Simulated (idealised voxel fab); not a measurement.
process module | voxel local oxidation
cross-section cut | 255 nm wide | cells 5 nm
A cross-section is a grid of square cells, given in bands from the top down. A band is one or more rows of cells.
Each band's line starts with the height of the band's top and of its bottom, in nm. Then come its materials from left to right, each with its width in nm. One material with "throughout" fills the band from edge to edge. "air" is empty space.
Height 0 is the level under which the wafer as received is all one material. The lowest band goes on downwards, as in "0 down".
A width such as "30 to 40" changes by the same amount from each row of cells to the next, from the band's top row to its bottom row.
"no change" after a step means that no cell of the cross-section changed.
closed voids: empty space of 8 cells or more with no open way to the top, each as width x height at its distance from the left edge, in nm
after a step's settings: what the simulator itself notes on the step
overlay nm, on a step with a mask: how far to the right of its planned place the mask lay; to the left if negative
plan
1 op RECEIVE | material Si
2 op CONFORMAL_DEP | material SiO2 | thk nm 5
3 op CONFORMAL_DEP | material SiN | thk nm 15
4 op PATTERN | tone cover | mask id ACTIVE | material resist | width nm 85 | thk nm 20 | overlay nm 0
5 op DIRECTIONAL_ETCH | etch materials SiN | depth nm 15
6 op STRIP | etch materials resist
7 op SELECTIVE_ETCH | etch materials SiO2 | depth nm 5
8 op OXIDIZE | depth nm 10
9 op STRIP | etch materials SiN
varied across the wafers: width nm of step 4. The plan shows the first wafer's value. All wafers start alike
first wafer as received, after step 1
  0 down: Si throughout
  closed voids: none
first wafer at the end, after step 9
  5 to 0: air 90 | SiO2 75 | air 90
  0 to -10: SiO2 100 | Si 55 | SiO2 100
  -10 down: Si throughout
  closed voids: none
last wafer at the end
  5 to 0: air 80 | SiO2 100 | air 75
  0 to -10: SiO2 90 | Si 80 | SiO2 85
  -10 down: Si throughout
  closed voids: none
each wafer at the end: cells of each material gained (+) or lost (-) since it was received, then its closed voids
width nm 85 | -80 Si | +95 SiO2 | closed voids: none
width nm 90 | -78 Si | +94 SiO2 | closed voids: none
width nm 95 | -76 Si | +93 SiO2 | closed voids: none
width nm 100 | -74 Si | +92 SiO2 | closed voids: none
width nm 105 | -72 Si | +91 SiO2 | closed voids: none
width nm 110 | -70 Si | +90 SiO2 | closed voids: none
